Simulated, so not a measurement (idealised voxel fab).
Herein follows the process module entitled voxel transistor to metal.
Square cell edge 5 nm, section width 275 nm, ID cut.
A cross-section is written here as square cells arranged in a grid, and it is given in bands from the top down, each band taking up one or more rows of cells.
Per band: top height and bottom height in nm, followed by the left-to-right materials and their widths in nm; "throughout" marks a single material spanning edge to edge, "empty" marks empty space.
The reference from which all heights are counted is 0, the level beneath which the as-received wafer is entirely one material; the lowest band, having no lower bound, proceeds downward and is written after the example "z 0 and below".
The expression "30..40" gives the width at the extremes of the band, the first number at its top row of cells and the second at its bottom row, with the width changing by equal amounts from each row to the next in between.
"nothing was modified" (step): cross-section cells unchanged, all of them.
In the "closed voids" entry, you get each enclosed empty space of 8 cells or more, one with no open way to the top, written width x height at distance, distance from the left edge, in nm.
Step line, after settings: the simulator's comment on this step.
A step's line can hold "overlay nm"; with a mask on that step, the setting says how far right of the planned place the mask lay, while a negative setting says it lay to the left.
### Listed below are the process steps as planned
1. RECEIVE with material Si
2. OXIDIZE with depth nm 5
3. CONFORMAL_DEP with material SiN, thk nm 15
4. DIRECTIONAL_DEP with material aC, thk nm 15
5. PATTERN with tone cover, mask id ACTIVE, material resist, width nm 105, pitch nm 130, thk nm 30, overlay nm -5
6. DIRECTIONAL_ETCH with etch materials aC, depth nm 15
7. STRIP with etch materials resist
8. DIRECTIONAL_ETCH with etch materials SiN, depth nm 15
9. DIRECTIONAL_ETCH with etch materials SiO2, depth nm 5
10. DIRECTIONAL_ETCH with etch materials Si, depth nm 25
11. STRIP with etch materials aC
12. FILL_DEP with material SiO2, thk nm 10
13. CMP with height nm 15
14. SELECTIVE_ETCH with etch materials SiO2, depth nm 5
15. STRIP with etch materials SiN
16. SELECTIVE_ETCH with etch materials SiO2, depth nm 5
17. OXIDIZE with depth nm 5
18. DIRECTIONAL_DEP with material polySi, thk nm 30
19. DIRECTIONAL_DEP with material SiCN, thk nm 15
20. DIRECTIONAL_DEP with material aC, thk nm 10
21. PATTERN with tone cover, mask id GATE, material resist, width nm 25, pitch nm 130, thk nm 30, overlay nm 0
22. DIRECTIONAL_ETCH with etch materials aC, depth nm 10
23. STRIP with etch materials resist
24. DIRECTIONAL_ETCH with etch materials SiCN, depth nm 25
25. DIRECTIONAL_ETCH with etch materials polySi, depth nm 40
26. STRIP with etch materials aC
27. CONFORMAL_DEP with material SiN, thk nm 5
28. DIRECTIONAL_ETCH with etch materials SiN, depth nm 5
29. DIRECTIONAL_ETCH with etch materials SiO2, depth nm 5
30. DIRECTIONAL_ETCH with etch materials Si, depth nm 15
31. EPI with material pSi, thk nm 20
32. FILL_DEP with material SiO2, thk nm 5
33. CMP with height nm 40
34. DIRECTIONAL_DEP with material SiO2, thk nm 15
35. PATTERN with tone open, mask id CONTACT, material resist, width nm 30, pitch nm 65, thk nm 15, overlay nm 0
36. DIRECTIONAL_ETCH with etch materials SiO2, depth nm 60
37. STRIP with etch materials resist
38. CONFORMAL_DEP with material TiN, thk nm 5
39. FILL_DEP with material W, thk nm 5
40. CMP with height nm 55
41. DIRECTIONAL_DEP with material TiN, thk nm 5
42. DIRECTIONAL_DEP with material W, thk nm 25
43. MASKED_ETCH with tone cover, mask id METAL_1, width nm 15, etch materials W, depth nm 25, overlay nm 0
44. MASKED_ETCH with tone cover, mask id METAL_1, width nm 15, etch materials TiN, depth nm 5, overlay nm 0
45. CONFORMAL_DEP with material SiCN, thk nm 5
46. FILL_DEP with material SiO2, thk nm 5
47. CMP with height nm 85
48. CONFORMAL_DEP with material SiN, thk nm 5
Where the wafers of this document differ is in the overlay nm of step 5; they start out the same, and the plan states the value that applied to the first wafer.
### Received wafers, first of several: cross-section after step 1
    z 0 and below | Si throughout
    closed voids: none
### Take any row and you have a wafer at the end of the module: how many cells of each material it has gained (+) or lost (-) since it was received, and then its closed voids
overlay nm -5 | -246 Si | +113 SiCN | +99 SiN | +492 SiO2 | +124 TiN | +188 W | +160 pSi | +60 polySi | closed voids: none
overlay nm 0 | -246 Si | +113 SiCN | +99 SiN | +492 SiO2 | +124 TiN | +188 W | +160 pSi | +60 polySi | closed voids: none
overlay nm 5 | -246 Si | +113 SiCN | +99 SiN | +492 SiO2 | +124 TiN | +188 W | +160 pSi | +60 polySi | closed voids: none
